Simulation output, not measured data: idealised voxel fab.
process module | voxel double patterning
cross-section cut | 175 nm wide | cells 5 nm
A cross-section is a grid of square cells, given in bands from the top down. A band is one or more rows of cells.
Each band's line starts with the height of the band's top and of its bottom, in nm. Then come its materials from left to right, each with its width in nm. One material with "throughout" fills the band from edge to edge. "air" is empty space.
Height 0 is the level under which the wafer as received is all one material. The lowest band goes on downwards, as in "0 down".
A width such as "30 to 40" changes by the same amount from each row of cells to the next, from the band's top row to its bottom row.
"no change" after a step means that no cell of the cross-section changed.
closed voids: empty space of 8 cells or more with no open way to the top, each as width x height at its distance from the left edge, in nm
after a step's settings: what the simulator itself notes on the step
overlay nm, on a step with a mask: how far to the right of its planned place the mask lay; to the left if negative
plan
1 op RECEIVE | material Si
2 op CONFORMAL_DEP | material SiN | thk nm 10
3 op DIRECTIONAL_DEP | material SiO2 | thk nm 15
4 op DIRECTIONAL_DEP | material SiCN | thk nm 10
5 op DIRECTIONAL_DEP | material aC | thk nm 10
6 op PATTERN | tone open | mask id FIRST | material resist | width nm 15 | pitch nm 50 | thk nm 30 | overlay nm 0
7 op DIRECTIONAL_ETCH | etch materials aC | depth nm 10
8 op STRIP | etch materials resist
9 op DIRECTIONAL_ETCH | etch materials SiCN | depth nm 10
10 op STRIP | etch materials aC
11 op MASKED_ETCH | tone open | mask id SECOND | width nm 15 | pitch nm 50 | etch materials SiCN | depth nm 10 | overlay nm 0
12 op DIRECTIONAL_ETCH | etch materials SiO2 | depth nm 15
13 op STRIP | etch materials SiCN
first wafer, as planned
as received, after step 1
  0 down: Si throughout
  closed voids: none
after step 2
  10 to 0: SiN throughout
  below 0: unchanged
after step 3
  25 to 10: SiO2 throughout
  below 10: unchanged
after step 4
  35 to 25: SiCN throughout
  below 25: unchanged
after step 5
  45 to 35: aC throughout
  below 35: unchanged
after step 6
  75 to 45: resist 30 | air 15 | resist 35 | air 15 | resist 35 | air 15 | resist 30
  below 45: unchanged
after step 7
  65 to 45: resist 30 | air 15 | resist 35 | air 15 | resist 35 | air 15 | resist 30
  45 to 35: aC 30 | air 15 | aC 35 | air 15 | aC 35 | air 15 | aC 30
  below 35: unchanged
after step 8
  45 to 35: aC 30 | air 15 | aC 35 | air 15 | aC 35 | air 15 | aC 30
  below 35: unchanged
after step 9
  45 to 35: aC 30 | air 15 | aC 35 | air 15 | aC 35 | air 15 | aC 30
  35 to 25: SiCN 30 | air 15 | SiCN 35 | air 15 | SiCN 35 | air 15 | SiCN 30
  below 25: unchanged
after step 10
  35 to 25: SiCN 30 | air 15 | SiCN 35 | air 15 | SiCN 35 | air 15 | SiCN 30
  below 25: unchanged
after step 11
  35 to 25: SiCN 30 | air 15 | SiCN 10 | air 15 | SiCN 10 | air 15 | SiCN 10 | air 15 | SiCN 10 | air 15 | SiCN 30
  below 25: unchanged
after step 12
  35 to 25: SiCN 30 | air 15 | SiCN 10 | air 15 | SiCN 10 | air 15 | SiCN 10 | air 15 | SiCN 10 | air 15 | SiCN 30
  25 to 10: SiO2 30 | air 15 | SiO2 10 | air 15 | SiO2 10 | air 15 | SiO2 10 | air 15 | SiO2 10 | air 15 | SiO2 30
  below 10: unchanged
after step 13
  25 to 10: SiO2 30 | air 15 | SiO2 10 | air 15 | SiO2 10 | air 15 | SiO2 10 | air 15 | SiO2 10 | air 15 | SiO2 30
  below 10: unchanged
second wafer: like start, like plan, one mistake. Through step 10 it matches the first wafer
when step 11 should have ended
  35 to 25: SiCN 30 | air 15 | SiCN 5 | air 25 | SiCN 5 | air 15 | SiCN 5 | air 25 | SiCN 5 | air 15 | SiCN 30
  below 25: unchanged
when step 12 should have ended
  35 to 25: SiCN 30 | air 15 | SiCN 5 | air 25 | SiCN 5 | air 15 | SiCN 5 | air 25 | SiCN 5 | air 15 | SiCN 30
  25 to 10: SiO2 30 | air 15 | SiO2 5 | air 25 | SiO2 5 | air 15 | SiO2 5 | air 25 | SiO2 5 | air 15 | SiO2 30
  below 10: unchanged
when step 13 should have ended
  25 to 10: SiO2 30 | air 15 | SiO2 5 | air 25 | SiO2 5 | air 15 | SiO2 5 | air 25 | SiO2 5 | air 15 | SiO2 30
  below 10: unchanged
what went wrong: step 11 ran as: op MASKED_ETCH | tone open | mask id SECOND | width nm 25 | pitch nm 50 | etch materials SiCN | depth nm 10 | overlay nm 0
at the end the second wafer has, in cells: 12 fewer of SiO2
